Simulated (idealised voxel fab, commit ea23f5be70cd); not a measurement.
The following is a process module called voxel self aligned vias.
In the cross-section labelled cut, the width is 170 nm and each square cell is 5 nm.
Reading order for cross-sections: top band down to bottom band. Underlying form: a grid of square cells. Band size: one or more rows of cells. First you get the band's top height and its bottom height, in nm, and then the materials it's made of, left to right, with each width in nm. If you see a single material with "throughout", that one covers the band edge to edge. "blank" is empty space. Heights are measured from 0, the level below which the as-received wafer is all one material; the lowest band has no bottom and continues downward, written as in "0 nm and below". The notation "30 to 40" denotes a width that varies across the rows of cells in the band, beginning at the first number in the top row, finishing at the second number in the bottom row, and changing by an identical amount from each row to the next. Key: "no alterations made" - step with no changed cell in the cross-section. "Voids lacking openings": sealed empty spaces, 8 cells or more, no open way to top, listed width x height at distance, with distance from the left edge and width, height and distance in nm. Heads up: the bit after the settings on a step's line is the simulator's remark on that step. The "overlay nm" setting may appear on a step's line; for a step that uses a mask, it gives how far to the right of its planned position the mask lay, and a negative value indicates the left.

These are the steps we planned for the process
- 1: RECEIVE [material Si]
- 2: CONFORMAL_DEP [material SiO2] [thk nm 15]
- 3: CONFORMAL_DEP [material SiCN] [thk nm 5]
- 4: DIRECTIONAL_DEP [material SiO2] [thk nm 30]
- 5: MASKED_ETCH [tone open] [mask id LINES] [width nm 30] [pitch nm 75] [etch materials SiO2] [depth nm 30] [overlay nm 0]
- 6: CONFORMAL_DEP [material TiN] [thk nm 5]
- 7: FILL_DEP [material W] [thk nm 5]
- 8: CMP [height nm 50]
- 9: SELECTIVE_ETCH [etch materials W Ru TiN] [depth nm 10]
- 10: FILL_DEP [material SiN] [thk nm 5]
- 11: CMP [height nm 50]
- 12: DIRECTIONAL_DEP [material SiO2] [thk nm 20]
- 13: PATTERN [tone open] [mask id VIAS] [material resist] [width nm 50] [pitch nm 75] [thk nm 20] [overlay nm 0]
- 14: DIRECTIONAL_ETCH [etch materials SiO2] [depth nm 20]
- 15: DIRECTIONAL_ETCH [etch materials SiN] [depth nm 10]
- 16: STRIP [etch materials resist]
- 17: CONFORMAL_DEP [material TiN] [thk nm 5]
- 18: FILL_DEP [material Cu] [thk nm 5]
- 19: CMP [height nm 70]
- 20: CONFORMAL_DEP [material SiCN] [thk nm 5]

Cross-section: wafer on arrival = after step 1
    0 nm and below: Si throughout
    Voids lacking openings: none

Result of the module, cross-sectioned: start per above, plan per above, one error in how it was run
    75 nm to 70 nm: SiCN throughout
    70 nm to 55 nm: SiO2=20, then TiN=5, then Cu=45, then TiN=5, then SiO2=20, then TiN=5, then Cu=45, then TiN=5, then SiO2=20
    55 nm to 45 nm: SiO2=20 to 30, then TiN=15 to 5, then Cu=20, then TiN=20 to 5, then SiO2=20 to 45, then TiN=15 to 5, then Cu=20, then TiN=20 to 5, then SiO2=20 to 35
    45 nm to 40 nm: SiO2=30, then TiN=30, then SiO2=45, then TiN=30, then SiO2=35
    40 nm to 25 nm: SiO2=30, then TiN=5, then W=20, then TiN=5, then SiO2=45, then TiN=5, then W=20, then TiN=5, then SiO2=35
    25 nm to 20 nm: SiO2=30, then TiN=30, then SiO2=45, then TiN=30, then SiO2=35
    20 nm to 15 nm: SiCN throughout
    15 nm to 0 nm: SiO2 throughout
    0 nm and below: Si throughout
    Voids lacking openings: none
Plan not followed: so step 13 ended up running with a different setting than we planned, it ran as PATTERN [tone open] [mask id VIAS] [material resist] [width nm 55] [pitch nm 75] [thk nm 20] [overlay nm 0]
